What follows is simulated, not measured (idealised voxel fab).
process module | voxel air gaps
cross-section cut | 245 nm wide | cells 5 nm
A cross-section is a grid of square cells, given in bands from the top down. A band is one or more rows of cells.
Each band's line starts with the height of the band's top and of its bottom, in nm. Then come its materials from left to right, each with its width in nm. One material with "throughout" fills the band from edge to edge. "air" is empty space.
Height 0 is the level under which the wafer as received is all one material. The lowest band goes on downwards, as in "0 down".
A width such as "30 to 40" changes by the same amount from each row of cells to the next, from the band's top row to its bottom row.
"no change" after a step means that no cell of the cross-section changed.
closed voids: empty space of 8 cells or more with no open way to the top, each as width x height at its distance from the left edge, in nm
after a step's settings: what the simulator itself notes on the step
overlay nm, on a step with a mask: how far to the right of its planned place the mask lay; to the left if negative
plan
1 op RECEIVE | material Si
2 op CONFORMAL_DEP | material SiO2 | thk nm 10
3 op CONFORMAL_DEP | material SiN | thk nm 5
4 op DIRECTIONAL_DEP | material lowk | thk nm 35
5 op DIRECTIONAL_DEP | material aC | thk nm 10
6 op PATTERN | tone open | mask id LINES | material resist | width nm 20 | pitch nm 50 | thk nm 25 | overlay nm 0
7 op DIRECTIONAL_ETCH | etch materials aC | depth nm 10
8 op STRIP | etch materials resist
9 op DIRECTIONAL_ETCH | etch materials lowk | depth nm 35
10 op STRIP | etch materials aC
11 op CONFORMAL_DEP | material TiN | thk nm 5
12 op FILL_DEP | material Ru | thk nm 5
13 op CMP | height nm 50
14 op EPI | material Ru | thk nm 10
15 op SELECTIVE_ETCH | etch materials lowk | depth nm 45
16 op CONFORMAL_DEP | material SiCN | thk nm 5
first wafer, as planned
as received, after step 1
  0 down: Si throughout
  closed voids: none
after step 2
  10 to 0: SiO2 throughout
  below 0: unchanged
after step 3
  15 to 10: SiN throughout
  below 10: unchanged
after step 4
  50 to 15: lowk throughout
  below 15: unchanged
after step 5
  60 to 50: aC throughout
  below 50: unchanged
after step 6
  85 to 60: resist 60 | air 20 | resist 30 | air 20 | resist 30 | air 20 | resist 65
  below 60: unchanged
after step 7
  75 to 60: resist 60 | air 20 | resist 30 | air 20 | resist 30 | air 20 | resist 65
  60 to 50: aC 60 | air 20 | aC 30 | air 20 | aC 30 | air 20 | aC 65
  below 50: unchanged
after step 8
  60 to 50: aC 60 | air 20 | aC 30 | air 20 | aC 30 | air 20 | aC 65
  below 50: unchanged
after step 9
  60 to 50: aC 60 | air 20 | aC 30 | air 20 | aC 30 | air 20 | aC 65
  50 to 15: lowk 60 | air 20 | lowk 30 | air 20 | lowk 30 | air 20 | lowk 65
  below 15: unchanged
after step 10
  50 to 15: lowk 60 | air 20 | lowk 30 | air 20 | lowk 30 | air 20 | lowk 65
  below 15: unchanged
after step 11
  55 to 50: TiN 65 | air 10 | TiN 40 | air 10 | TiN 40 | air 10 | TiN 70
  50 to 20: lowk 60 | TiN 5 | air 10 | TiN 5 | lowk 30 | TiN 5 | air 10 | TiN 5 | lowk 30 | TiN 5 | air 10 | TiN 5 | lowk 65
  20 to 15: lowk 60 | TiN 20 | lowk 30 | TiN 20 | lowk 30 | TiN 20 | lowk 65
  below 15: unchanged
after step 12
  60 to 55: Ru throughout
  55 to 50: TiN 65 | Ru 10 | TiN 40 | Ru 10 | TiN 40 | Ru 10 | TiN 70
  50 to 20: lowk 60 | TiN 5 | Ru 10 | TiN 5 | lowk 30 | TiN 5 | Ru 10 | TiN 5 | lowk 30 | TiN 5 | Ru 10 | TiN 5 | lowk 65
  below 20: unchanged
after step 13
  50 to 20: lowk 60 | TiN 5 | Ru 10 | TiN 5 | lowk 30 | TiN 5 | Ru 10 | TiN 5 | lowk 30 | TiN 5 | Ru 10 | TiN 5 | lowk 65
  below 20: unchanged
after step 14
  60 to 50: air 50 | Ru 40 | air 10 | Ru 40 | air 10 | Ru 40 | air 55
  below 50: unchanged
after step 15
  60 to 50: air 50 | Ru 40 | air 10 | Ru 40 | air 10 | Ru 40 | air 55
  50 to 20: air 60 | TiN 5 | Ru 10 | TiN 5 | air 30 | TiN 5 | Ru 10 | TiN 5 | air 30 | TiN 5 | Ru 10 | TiN 5 | air 65
  20 to 15: air 60 | TiN 20 | air 30 | TiN 20 | air 30 | TiN 20 | air 65
  below 15: unchanged
after step 16
  65 to 60: air 45 | SiCN 150 | air 50
  60 to 50: air 45 | SiCN 5 | Ru 40 | SiCN 10 | Ru 40 | SiCN 10 | Ru 40 | SiCN 5 | air 50
  50 to 45: air 45 | SiCN 15 | TiN 5 | Ru 10 | TiN 5 | SiCN 30 | TiN 5 | Ru 10 | TiN 5 | SiCN 30 | TiN 5 | Ru 10 | TiN 5 | SiCN 15 | air 50
  45 to 20: air 55 | SiCN 5 | TiN 5 | Ru 10 | TiN 5 | SiCN 5 | air 20 | SiCN 5 | TiN 5 | Ru 10 | TiN 5 | SiCN 5 | air 20 | SiCN 5 | TiN 5 | Ru 10 | TiN 5 | SiCN 5 | air 60
  20 to 15: SiCN 60 | TiN 20 | SiCN 30 | TiN 20 | SiCN 30 | TiN 20 | SiCN 65
  below 15: unchanged
  closed voids: 20 x 25 at 85; 20 x 25 at 135
second wafer: like start, like plan, one mistake. Through step 5 it matches the first wafer
when step 6 should have ended
  85 to 60: resist 65 | air 20 | resist 30 | air 20 | resist 30 | air 20 | resist 60
  below 60: unchanged
when step 7 should have ended
  75 to 60: resist 65 | air 20 | resist 30 | air 20 | resist 30 | air 20 | resist 60
  60 to 50: aC 65 | air 20 | aC 30 | air 20 | aC 30 | air 20 | aC 60
  below 50: unchanged
when step 8 should have ended
  60 to 50: aC 65 | air 20 | aC 30 | air 20 | aC 30 | air 20 | aC 60
  below 50: unchanged
when step 9 should have ended
  60 to 50: aC 65 | air 20 | aC 30 | air 20 | aC 30 | air 20 | aC 60
  50 to 15: lowk 65 | air 20 | lowk 30 | air 20 | lowk 30 | air 20 | lowk 60
  below 15: unchanged
when step 10 should have ended
  50 to 15: lowk 65 | air 20 | lowk 30 | air 20 | lowk 30 | air 20 | lowk 60
  below 15: unchanged
when step 11 should have ended
  55 to 50: TiN 70 | air 10 | TiN 40 | air 10 | TiN 40 | air 10 | TiN 65
  50 to 20: lowk 65 | TiN 5 | air 10 | TiN 5 | lowk 30 | TiN 5 | air 10 | TiN 5 | lowk 30 | TiN 5 | air 10 | TiN 5 | lowk 60
  20 to 15: lowk 65 | TiN 20 | lowk 30 | TiN 20 | lowk 30 | TiN 20 | lowk 60
  below 15: unchanged
when step 12 should have ended
  60 to 55: Ru throughout
  55 to 50: TiN 70 | Ru 10 | TiN 40 | Ru 10 | TiN 40 | Ru 10 | TiN 65
  50 to 20: lowk 65 | TiN 5 | Ru 10 | TiN 5 | lowk 30 | TiN 5 | Ru 10 | TiN 5 | lowk 30 | TiN 5 | Ru 10 | TiN 5 | lowk 60
  below 20: unchanged
when step 13 should have ended
  50 to 20: lowk 65 | TiN 5 | Ru 10 | TiN 5 | lowk 30 | TiN 5 | Ru 10 | TiN 5 | lowk 30 | TiN 5 | Ru 10 | TiN 5 | lowk 60
  below 20: unchanged
when step 14 should have ended
  60 to 50: air 55 | Ru 40 | air 10 | Ru 40 | air 10 | Ru 40 | air 50
  below 50: unchanged
when step 15 should have ended
  60 to 50: air 55 | Ru 40 | air 10 | Ru 40 | air 10 | Ru 40 | air 50
  50 to 20: air 65 | TiN 5 | Ru 10 | TiN 5 | air 30 | TiN 5 | Ru 10 | TiN 5 | air 30 | TiN 5 | Ru 10 | TiN 5 | air 60
  20 to 15: air 65 | TiN 20 | air 30 | TiN 20 | air 30 | TiN 20 | air 60
  below 15: unchanged
when step 16 should have ended
  65 to 60: air 50 | SiCN 150 | air 45
  60 to 50: air 50 | SiCN 5 | Ru 40 | SiCN 10 | Ru 40 | SiCN 10 | Ru 40 | SiCN 5 | air 45
  50 to 45: air 50 | SiCN 15 | TiN 5 | Ru 10 | TiN 5 | SiCN 30 | TiN 5 | Ru 10 | TiN 5 | SiCN 30 | TiN 5 | Ru 10 | TiN 5 | SiCN 15 | air 45
  45 to 20: air 60 | SiCN 5 | TiN 5 | Ru 10 | TiN 5 | SiCN 5 | air 20 | SiCN 5 | TiN 5 | Ru 10 | TiN 5 | SiCN 5 | air 20 | SiCN 5 | TiN 5 | Ru 10 | TiN 5 | SiCN 5 | air 55
  20 to 15: SiCN 65 | TiN 20 | SiCN 30 | TiN 20 | SiCN 30 | TiN 20 | SiCN 60
  below 15: unchanged
  closed voids: 20 x 25 at 90; 20 x 25 at 140
what went wrong: step 6 ran as: op PATTERN | tone open | mask id LINES | material resist | width nm 20 | pitch nm 50 | thk nm 25 | overlay nm 5
at the end the second wafer has, in cells: as many of each material as the first, in other places
